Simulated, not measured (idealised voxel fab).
Herein follows the process module entitled voxel self aligned vias.
Each square cell in cross-section cut measures 5 nm, and the section as a whole is 255 nm wide.
How to read a cross-section here: the picture is a grid of square cells, written as bands going from the top down, and any band can span one or more rows of cells. In this notation a band is specified by the heights of its top and bottom, in that order and in nm, after which its materials appear from left to right, each paired with its width in nm. The word "throughout" attached to a single material means that material fills the band from edge to edge; the word "blank" stands for empty space. We count height from 0. Below that, the starting wafer is all one material. The lowest band never ends at the bottom but goes on down; see "0 -> down" for how that is written. Graded width ("30->40"): value in top row of band = first number; value in bottom row = second number; row-to-row change constant. Key: "no modification" - step with no changed cell in the cross-section. You'll see "Sealed cavities" listing empty spaces that have no way open to the top, as long as they're 8 cells or more; the notation is width x height at distance, where the distance is from the left edge, and all of it is in nm. That trailing text on a step's line, after the settings, is the simulator's own remark on the step. "overlay nm", when on a step's line for a step with a mask, measures how far to the right of its planned place the mask lay; a negative measure means to the left.

These are the steps we planned for the process:
1 RECEIVE [material Si]
2 CONFORMAL_DEP [material SiO2] [thk nm 10]
3 CONFORMAL_DEP [material SiCN] [thk nm 5]
4 DIRECTIONAL_DEP [material lowk] [thk nm 30]
5 PATTERN [tone open] [mask id LINES] [material resist] [width nm 25] [pitch nm 70] [thk nm 15] [overlay nm 0]
6 DIRECTIONAL_ETCH [etch materials lowk] [depth nm 30]
7 STRIP [etch materials resist]
8 CONFORMAL_DEP [material TiN] [thk nm 5]
9 FILL_DEP [material Ru] [thk nm 5]
10 CMP [height nm 45]
11 SELECTIVE_ETCH [etch materials W Ru TiN] [depth nm 5]
12 FILL_DEP [material SiN] [thk nm 10]
13 CMP [height nm 45]
14 DIRECTIONAL_DEP [material lowk] [thk nm 15]
15 DIRECTIONAL_DEP [material aC] [thk nm 10]
16 PATTERN [tone open] [mask id VIAS] [material resist] [width nm 45] [thk nm 30] [overlay nm 0]
17 DIRECTIONAL_ETCH [etch materials aC] [depth nm 10]
18 STRIP [etch materials resist]
19 DIRECTIONAL_ETCH [etch materials lowk] [depth nm 15]
20 DIRECTIONAL_ETCH [etch materials SiN] [depth nm 5]
21 STRIP [etch materials aC]
22 CONFORMAL_DEP [material TiN] [thk nm 5]
23 FILL_DEP [material Ru] [thk nm 5]
24 CMP [height nm 60]
25 CONFORMAL_DEP [material SiN] [thk nm 5]

Cross-section of the incoming wafer, state after step 1:
> 0 -> down: Si throughout
> Sealed cavities: none

Cross-section taken at module completion on the first of two wafers; processed per the plan:
> 65 -> 60: SiN throughout
> 60 -> 50: lowk (70) | TiN (5) | Ru (35) | TiN (5) | lowk (140)
> 50 -> 45: lowk (70) | TiN (15) | Ru (15) | TiN (15) | lowk (140)
> 45 -> 40: lowk (80) | TiN (25) | lowk (45) | SiN (25) | lowk (80)
> 40 -> 20: lowk (80) | TiN (5) | Ru (15) | TiN (5) | lowk (45) | TiN (5) | Ru (15) | TiN (5) | lowk (80)
> 20 -> 15: lowk (80) | TiN (25) | lowk (45) | TiN (25) | lowk (80)
> 15 -> 10: SiCN throughout
> 10 -> 0: SiO2 throughout
> 0 -> down: Si throughout
> Sealed cavities: none

Presented here is a cross-section of the second of the two wafers as it stood at the end of the module. It was started in the same manner and assigned the same plan as the first wafer; however, one mistake was made in its execution:
> 65 -> 60: SiN throughout
> 60 -> 50: lowk (70) | TiN (5) | Ru (35) | TiN (5) | lowk (140)
> 50 -> 45: lowk (70) | TiN (15) | Ru (15) | TiN (15) | lowk (140)
> 45 -> 40: lowk (80) | TiN (25) | lowk (45) | SiN (25) | lowk (80)
> 40 -> 30: lowk (80) | SiN (25) | lowk (45) | SiN (25) | lowk (80)
> 30 -> 20: lowk (80) | TiN (5) | Ru (15) | TiN (5) | lowk (45) | TiN (5) | Ru (15) | TiN (5) | lowk (80)
> 20 -> 15: lowk (80) | TiN (25) | lowk (45) | TiN (25) | lowk (80)
> 15 -> 10: SiCN throughout
> 10 -> 0: SiO2 throughout
> 0 -> down: Si throughout
> Sealed cavities: none
What was the processing mistake? step 11: run off-plan, actual operation and settings SELECTIVE_ETCH [etch materials W Ru TiN] [depth nm 15]
In the final state, the cell counts of the second wafer exceed or fall short of those of the first for the following materials: -12 Ru, +20 SiN, -8 TiN
